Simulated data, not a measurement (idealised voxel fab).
You're looking at the process module voxel self aligned contacts.
Cross-section cut: width 245 nm, square cells of 5 nm.
Notation: cross-section as square-cell grid; stated in bands, top first, going down; one or more cell rows per band. It is stipulated that each band's entry specify, in nanometres, the height of the top of the band and then that of its bottom, followed by the materials of the band in left-to-right sequence, each together with its width in nanometres. A single material marked by the word "edge to edge" is understood to fill the band from edge to edge; the word "air" is understood to denote empty space. Height datum 0, below which the as-received substrate wafer is one material. Lowest band open at the bottom, running downward: "0 and below". The expression "30->40" gives the width at the extremes of the band, the first number at its top row of cells and the second at its bottom row, with the width changing by equal amounts from each row to the next in between. Where the words "changes: none" appear for a step, the cross-section shows no cell changed by that step; every cell remained as before. "Fully closed voids" specifies each empty space that is not open to the top and that occupies no fewer than 8 cells, using the form width x height at distance, the distance measured from the left edge and all three quantities in nm. Note: text after step settings on the step line = simulator remark on that step. overlay nm: how far to the right of its planned place the mask lay on this masked step (negative: to the left).
Listed below are the process steps as planned:
step 1: RECEIVE | material Si
step 2: CONFORMAL_DEP | material SiO2 | thk nm 5
step 3: DIRECTIONAL_DEP | material polySi | thk nm 20
step 4: DIRECTIONAL_DEP | material SiN | thk nm 20
step 5: PATTERN | tone cover | mask id GATE | material resist | width nm 35 | pitch nm 70 | thk nm 20 | overlay nm 0
step 6: DIRECTIONAL_ETCH | etch materials SiN | depth nm 20
step 7: DIRECTIONAL_ETCH | etch materials polySi | depth nm 20
step 8: STRIP | etch materials resist
step 9: CONFORMAL_DEP | material SiN | thk nm 5
step 10: DIRECTIONAL_ETCH | etch materials SiN | depth nm 5
step 11: FILL_DEP | material SiO2 | thk nm 10
step 12: CMP | height nm 50
step 13: DIRECTIONAL_DEP | material aC | thk nm 15
step 14: PATTERN | tone open | mask id CONTACT | material resist | width nm 45 | pitch nm 70 | thk nm 35 | overlay nm 0
step 15: DIRECTIONAL_ETCH | etch materials aC | depth nm 15
step 16: STRIP | etch materials resist
step 17: DIRECTIONAL_ETCH | etch materials SiO2 | depth nm 50
step 18: STRIP | etch materials aC
step 19: CONFORMAL_DEP | material TiN | thk nm 5
step 20: FILL_DEP | material W | thk nm 5
step 21: CMP | height nm 50
step 22: CONFORMAL_DEP | material SiCN | thk nm 5
The cross-section here shows the wafer as received, i.e. in its state after step 1:
> 0 and below | Si edge to edge
> Fully closed voids: none
Starting structure and process plan are as shown above, but one mistake was made in running the module; the wafer cross-section at the end of the module follows:
> 55 down to 50 | SiCN edge to edge
> 50 down to 40 | SiO2: 65, TiN: 5->15, W: 35->15, TiN: 5->15, SiO2: 25, TiN: 5->15, W: 35->15, TiN: 5->15, SiO2: 65
> 40 down to 20 | SiO2: 30, SiN: 45, TiN: 5, W: 15, TiN: 5, SiN: 45, TiN: 5, W: 15, TiN: 5, SiN: 45, SiO2: 30
> 20 down to 5 | SiO2: 30, SiN: 5, polySi: 35, SiN: 5, TiN: 5, W: 15, TiN: 5, SiN: 5, polySi: 35, SiN: 5, TiN: 5, W: 15, TiN: 5, SiN: 5, polySi: 35, SiN: 5, SiO2: 30
> 5 down to 0 | SiO2: 30, SiN: 5, polySi: 35, SiN: 5, TiN: 25, SiN: 5, polySi: 35, SiN: 5, TiN: 25, SiN: 5, polySi: 35, SiN: 5, SiO2: 30
> 0 and below | Si edge to edge
> Fully closed voids: none
Where did the run depart from the plan? step 2 was dropped from the plan's execution and never run
